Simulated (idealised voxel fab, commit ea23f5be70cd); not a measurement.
process module | voxel transistor to metal
cross-section cut | 190 nm wide | cells 5 nm
A cross-section is a grid of square cells, given in bands from the top down. A band is one or more rows of cells.
Each band's line starts with the height of the band's top and of its bottom, in nm. Then come its materials from left to right, each with its width in nm. One material with "throughout" fills the band from edge to edge. "air" is empty space.
Height 0 is the level under which the wafer as received is all one material. The lowest band goes on downwards, as in "0 down".
A width such as "30 to 40" changes by the same amount from each row of cells to the next, from the band's top row to its bottom row.
"no change" after a step means that no cell of the cross-section changed.
closed voids: empty space of 8 cells or more with no open way to the top, each as width x height at its distance from the left edge, in nm
after a step's settings: what the simulator itself notes on the step
overlay nm, on a step with a mask: how far to the right of its planned place the mask lay; to the left if negative
plan
1 op RECEIVE | material Si
2 op OXIDIZE | depth nm 5
3 op CONFORMAL_DEP | material SiN | thk nm 15
4 op PATTERN | tone cover | mask id ACTIVE | material resist | width nm 115 | thk nm 20 | overlay nm 0
5 op DIRECTIONAL_ETCH | etch materials SiN | depth nm 15
6 op DIRECTIONAL_ETCH | etch materials SiO2 | depth nm 5
7 op DIRECTIONAL_ETCH | etch materials Si | depth nm 30
8 op STRIP | etch materials resist
9 op OXIDIZE | depth nm 5
10 op FILL_DEP | material SiO2 | thk nm 15
11 op CMP | height nm 15
12 op SELECTIVE_ETCH | etch materials SiO2 | depth nm 15
13 op STRIP | etch materials SiN
14 op SELECTIVE_ETCH | etch materials SiO2 | depth nm 5
15 op OXIDIZE | depth nm 5
16 op DIRECTIONAL_DEP | material polySi | thk nm 20
17 op DIRECTIONAL_DEP | material SiCN | thk nm 15
18 op DIRECTIONAL_DEP | material aC | thk nm 15
19 op PATTERN | tone cover | mask id GATE | material resist | width nm 35 | thk nm 35 | overlay nm 0
20 op DIRECTIONAL_ETCH | etch materials aC | depth nm 15
21 op STRIP | etch materials resist
22 op DIRECTIONAL_ETCH | etch materials SiCN | depth nm 25
23 op DIRECTIONAL_ETCH | etch materials polySi | depth nm 30
24 op STRIP | etch materials aC
25 op CONFORMAL_DEP | material SiN | thk nm 10
26 op DIRECTIONAL_ETCH | etch materials SiN | depth nm 10
27 op DIRECTIONAL_ETCH | etch materials SiO2 | depth nm 5
28 op DIRECTIONAL_ETCH | etch materials Si | depth nm 15
29 op EPI | material SiGe | thk nm 15
30 op FILL_DEP | material SiO2 | thk nm 5
31 op CMP | height nm 15
32 op STRIP | etch materials polySi
33 op SELECTIVE_ETCH | etch materials SiO2 | depth nm 5
34 op CONFORMAL_DEP | material HfO2 | thk nm 5
35 op CONFORMAL_DEP | material TiN | thk nm 5
36 op FILL_DEP | material W | thk nm 10
37 op CMP | height nm 10
38 op DIRECTIONAL_DEP | material SiO2 | thk nm 10
39 op DIRECTIONAL_DEP | material aC | thk nm 15
40 op PATTERN | tone open | mask id CONTACT | material resist | width nm 15 | pitch nm 80 | thk nm 30 | overlay nm -15
41 op DIRECTIONAL_ETCH | etch materials aC | depth nm 15
42 op STRIP | etch materials resist
43 op DIRECTIONAL_ETCH | etch materials SiO2 | depth nm 30
44 op STRIP | etch materials aC
45 op CONFORMAL_DEP | material TiN | thk nm 5
46 op FILL_DEP | material Ru | thk nm 5
47 op CMP | height nm 20
48 op CONFORMAL_DEP | material SiCN | thk nm 5
49 op DIRECTIONAL_DEP | material SiO2 | thk nm 25
50 op MASKED_ETCH | tone open | mask id METAL_1 | width nm 15 | pitch nm 80 | etch materials SiO2 | depth nm 25 | overlay nm 0
51 op MASKED_ETCH | tone open | mask id METAL_1 | width nm 15 | pitch nm 80 | etch materials SiCN | depth nm 5 | overlay nm 0
52 op CONFORMAL_DEP | material TiN | thk nm 5
53 op FILL_DEP | material Cu | thk nm 10
54 op CMP | height nm 50
55 op CONFORMAL_DEP | material SiCN | thk nm 5
varied across the wafers: overlay nm of step 40. The plan shows the first wafer's value. All wafers start alike
first wafer as received, after step 1
  0 down: Si throughout
  closed voids: none
first wafer at the end, after step 55
  55 to 50: SiCN throughout
  50 to 25: SiO2 45 | TiN 5 | Cu 5 | TiN 5 | SiO2 65 | TiN 5 | Cu 5 | TiN 5 | SiO2 50
  25 to 20: SiCN 45 | TiN 15 | SiCN 65 | TiN 15 | SiCN 50
  20 to 15: SiO2 30 | TiN 5 | Ru 5 | TiN 5 | SiO2 65 | TiN 5 | Ru 5 | TiN 5 | SiO2 65
  15 to 10: SiO2 30 | TiN 5 | Ru 5 | TiN 5 | SiO2 65 | TiN 15 | SiO2 65
  10 to 5: SiO2 30 | TiN 5 | Ru 5 | TiN 5 | SiO2 20 | SiN 10 | HfO2 5 | TiN 5 | W 15 | TiN 5 | HfO2 5 | SiN 10 | TiN 5 | SiO2 65
  5 to 0: SiO2 30 | TiN 5 | Ru 5 | TiN 5 | SiO2 5 | SiGe 15 | SiN 10 | HfO2 5 | TiN 5 | W 15 | TiN 5 | HfO2 5 | SiN 10 | SiGe 15 | SiO2 55
  0 to -5: SiO2 30 | TiN 5 | Ru 5 | TiN 5 | SiO2 5 | SiGe 15 | SiN 10 | HfO2 5 | TiN 25 | HfO2 5 | SiN 10 | SiGe 15 | SiO2 55
  -5 to -10: SiO2 30 | TiN 15 | SiO2 5 | SiGe 15 | SiO2 5 | HfO2 45 | SiO2 5 | SiGe 15 | SiO2 55
  -10 to -25: SiO2 40 | SiGe 25 | Si 55 | SiGe 25 | SiO2 45
  -25 to -40: SiO2 40 | Si 105 | SiO2 45
  -40 down: Si throughout
  closed voids: none
last wafer at the end
  55 to 50: SiCN throughout
  50 to 25: SiO2 45 | TiN 5 | Cu 5 | TiN 5 | SiO2 65 | TiN 5 | Cu 5 | TiN 5 | SiO2 50
  25 to 20: SiCN 45 | TiN 15 | SiCN 65 | TiN 15 | SiCN 50
  20 to 15: SiO2 60 | TiN 5 | Ru 5 | TiN 5 | SiO2 65 | TiN 5 | Ru 5 | TiN 5 | SiO2 35
  15 to 10: SiO2 60 | TiN 15 | SiO2 65 | TiN 5 | Ru 5 | TiN 5 | SiO2 35
  10 to 5: SiO2 60 | TiN 5 | SiN 10 | HfO2 5 | TiN 5 | W 15 | TiN 5 | HfO2 5 | SiN 10 | SiO2 20 | TiN 5 | Ru 5 | TiN 5 | SiO2 35
  5 to 0: SiO2 50 | SiGe 15 | SiN 10 | HfO2 5 | TiN 5 | W 15 | TiN 5 | HfO2 5 | SiN 10 | SiGe 15 | SiO2 5 | TiN 5 | Ru 5 | TiN 5 | SiO2 35
  0 to -5: SiO2 50 | SiGe 15 | SiN 10 | HfO2 5 | TiN 25 | HfO2 5 | SiN 10 | SiGe 15 | SiO2 5 | TiN 5 | Ru 5 | TiN 5 | SiO2 35
  -5 to -10: SiO2 50 | SiGe 15 | SiO2 5 | HfO2 45 | SiO2 5 | SiGe 15 | SiO2 5 | TiN 15 | SiO2 35
  -10 to -25: SiO2 40 | SiGe 25 | Si 55 | SiGe 25 | SiO2 45
  -25 to -40: SiO2 40 | Si 105 | SiO2 45
  -40 down: Si throughout
  closed voids: none
each wafer at the end: cells of each material gained (+) or lost (-) since it was received, then its closed voids
overlay nm -15 | +10 Cu | +15 HfO2 | +6 Ru | -208 Si | +70 SiCN | +48 SiGe | +12 SiN | +405 SiO2 | +54 TiN | +6 W | closed voids: none
overlay nm -10 | +10 Cu | +15 HfO2 | +6 Ru | -208 Si | +70 SiCN | +48 SiGe | +12 SiN | +404 SiO2 | +55 TiN | +6 W | closed voids: none
overlay nm -5 | +10 Cu | +15 HfO2 | +4 Ru | -208 Si | +70 SiCN | +48 SiGe | +12 SiN | +406 SiO2 | +55 TiN | +6 W | closed voids: none
overlay nm 0 | +10 Cu | +15 HfO2 | +4 Ru | -208 Si | +70 SiCN | +48 SiGe | +12 SiN | +406 SiO2 | +55 TiN | +6 W | closed voids: none
overlay nm 5 | +10 Cu | +15 HfO2 | +4 Ru | -208 Si | +70 SiCN | +48 SiGe | +12 SiN | +406 SiO2 | +55 TiN | +6 W | closed voids: none
overlay nm 10 | +10 Cu | +15 HfO2 | +6 Ru | -208 Si | +70 SiCN | +48 SiGe | +12 SiN | +404 SiO2 | +55 TiN | +6 W | closed voids: none
overlay nm 15 | +10 Cu | +15 HfO2 | +6 Ru | -208 Si | +70 SiCN | +48 SiGe | +12 SiN | +405 SiO2 | +54 TiN | +6 W | closed voids: none
